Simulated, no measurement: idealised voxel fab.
The process module presented herein is designated voxel lift off.
The figure presents cross-section cut, which has a width of 140 nm and is divided into square cells with an edge length of 5 nm.
Cross-section = grid of square cells, listed top down in bands; band = one or more rows. Each band's line starts with the height of the band's top and of its bottom, in nm. Then come its materials from left to right, each with its width in nm. One material with "all across" fills the band from edge to edge. "blank" is empty space. Heights from 0 (as-received wafer is one material below). Bottom band endless downward, as "0 and below". Width "30 to 40": first value at the band's top row of cells, second value at its bottom row, equal change from row to row. When a step is marked "changes: none", none of the cells in the cross-section changed during that step. Enclosed void listing: empty space of 8 cells or more with no open way to the top, each as width x height at its distance from the left edge, in nm. What comes after the settings on a step's line is commentary from the simulator itself on that step. A step line may carry the setting "overlay nm", which, for steps involving a mask, states the distance by which the mask lay to the right of its intended position; negative values denote displacement to the left.
### Planned process steps
1: op RECEIVE | material Si
2: op CONFORMAL_DEP | material Al2O3 | thk nm 5
3: op PATTERN | tone open | mask id LINES | material resist | width nm 20 | pitch nm 35 | thk nm 25 | overlay nm 0
4: op DIRECTIONAL_DEP | material Ru | thk nm 10
5: op STRIP | etch materials resist
6: op CONFORMAL_DEP | material SiCN | thk nm 10
varied across the wafers: thk nm of step 2. The plan shows the first wafer's value. All wafers start alike
### The first of several wafers as received, shown in cross-section; this is its state after step 1
> 0 and below: Si all across
> Enclosed void listing: none
### Rows = wafers. At module end, each row lists per material the cells gained (+) or lost (-) since the wafer was received, then the closed voids
thk nm 5 | +28 Al2O3 | +16 Ru | +70 SiCN | Enclosed void listing: none
thk nm 10 | +56 Al2O3 | +16 Ru | +70 SiCN | Enclosed void listing: none
thk nm 15 | +84 Al2O3 | +16 Ru | +70 SiCN | Enclosed void listing: none
thk nm 20 | +112 Al2O3 | +16 Ru | +70 SiCN | Enclosed void listing: none
thk nm 25 | +140 Al2O3 | +16 Ru | +70 SiCN | Enclosed void listing: none
